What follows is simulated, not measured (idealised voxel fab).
Name of the process module below: voxel self aligned vias
Section cut is 290 nm wide and gridded with 5 nm square cells.
If you're reading a cross-section in this doc, picture square cells in a grid; it comes to you as bands, top ones listed first down to the bottom, and a band can be one or more rows of cells. It is stipulated that each band's entry specify, in nanometres, the height of the top of the band and then that of its bottom, followed by the materials of the band in left-to-right sequence, each together with its width in nanometres. A single material marked by the word "full width" is understood to fill the band from edge to edge; the word "air" is understood to denote empty space. Beneath 0, the wafer as received is one material, and that level is where height counting begins. The lowest band goes on downward without a bottom; it is written like "0..down". It should be noted that a width expressed as "30->40" varies in equal increments from row to row of cells within the band, taking the value of the first number at the top row and that of the second number at the bottom row. Take "nothing different" at face value: in the step it is given for, the cross-section changed in none of its cells. In the "Voids lacking openings" entry, you get each enclosed empty space of 8 cells or more, one with no open way to the top, written width x height at distance, distance from the left edge, in nm. On a step's line, text after the settings is the simulator commenting on that step. The "overlay nm" setting may appear on a step's line; for a step that uses a mask, it gives how far to the right of its planned position the mask lay, and a negative value indicates the left.

-- Process steps (planned)
1 RECEIVE with material Si
2 CONFORMAL_DEP with material SiO2, thk nm 15
3 CONFORMAL_DEP with material SiCN, thk nm 5
4 DIRECTIONAL_DEP with material SiO2, thk nm 20
5 PATTERN with tone open, mask id LINES, material resist, width nm 25, pitch nm 55, thk nm 15, overlay nm 0
6 DIRECTIONAL_ETCH with etch materials SiO2, depth nm 20
7 STRIP with etch materials resist
8 CONFORMAL_DEP with material TiN, thk nm 5
9 FILL_DEP with material Ru, thk nm 5
10 CMP with height nm 40
11 SELECTIVE_ETCH with etch materials W Ru TiN, depth nm 10
12 FILL_DEP with material SiN, thk nm 10
13 CMP with height nm 40
14 DIRECTIONAL_DEP with material SiO2, thk nm 15
15 DIRECTIONAL_DEP with material aC, thk nm 15
16 PATTERN with tone open, mask id VIAS, material resist, width nm 35, pitch nm 55, thk nm 35, overlay nm 0
17 DIRECTIONAL_ETCH with etch materials aC, depth nm 15
18 STRIP with etch materials resist
19 DIRECTIONAL_ETCH with etch materials SiO2, depth nm 15
20 DIRECTIONAL_ETCH with etch materials SiN, depth nm 10
21 STRIP with etch materials aC
22 CONFORMAL_DEP with material TiN, thk nm 5
23 FILL_DEP with material Ru, thk nm 5
24 CMP with height nm 55
25 CONFORMAL_DEP with material SiCN, thk nm 5

-- Cross-section of the wafer upon arrival, representing the state reached after step 1
0..down  Si full width
Voids lacking openings: none

-- Sectioned view, first of two wafers, at the close of the module, processed as intended in the plan
60..55  SiCN full width
55..45  100 of SiO2, then 5 of TiN, then 25 of Ru, then 5 of TiN, then 20 of SiO2, then 5 of TiN, then 25 of Ru, then 5 of TiN, then 100 of SiO2
45..35  100->105 of SiO2, then 10->5 of TiN, then 15 of Ru, then 10->5 of TiN, then 20->30 of SiO2, then 10->5 of TiN, then 15 of Ru, then 10->5 of TiN, then 100->105 of SiO2
35..30  105 of SiO2, then 25 of TiN, then 30 of SiO2, then 25 of TiN, then 105 of SiO2
30..25  105 of SiO2, then 5 of TiN, then 15 of Ru, then 5 of TiN, then 30 of SiO2, then 5 of TiN, then 15 of Ru, then 5 of TiN, then 105 of SiO2
25..20  105 of SiO2, then 25 of TiN, then 30 of SiO2, then 25 of TiN, then 105 of SiO2
20..15  SiCN full width
15..0  SiO2 full width
0..down  Si full width
Voids lacking openings: none

-- Here is the second of the two wafers cut open at the end of the module - same start, same plan as the first one, but we made one mistake running it
60..55  SiCN full width
55..45  100 of SiO2, then 5 of aC, then 25 of Ru, then 5 of aC, then 20 of SiO2, then 5 of aC, then 25 of Ru, then 5 of aC, then 100 of SiO2
45..35  100->105 of SiO2, then 10->5 of aC, then 15 of Ru, then 10->5 of aC, then 20->30 of SiO2, then 10->5 of aC, then 15 of Ru, then 10->5 of aC, then 100->105 of SiO2
35..30  105 of SiO2, then 25 of aC, then 30 of SiO2, then 25 of aC, then 105 of SiO2
30..25  105 of SiO2, then 5 of TiN, then 15 of Ru, then 5 of TiN, then 30 of SiO2, then 5 of TiN, then 15 of Ru, then 5 of TiN, then 105 of SiO2
25..20  105 of SiO2, then 25 of TiN, then 30 of SiO2, then 25 of TiN, then 105 of SiO2
20..15  SiCN full width
15..0  SiO2 full width
0..down  Si full width
Voids lacking openings: none
What was done differently from what was planned? rather than as planned, step 22 actually ran as CONFORMAL_DEP with material aC, thk nm 5
Materials where the second wafer ends with more or fewer cells than the first: 30 fewer of TiN, 30 more of aC
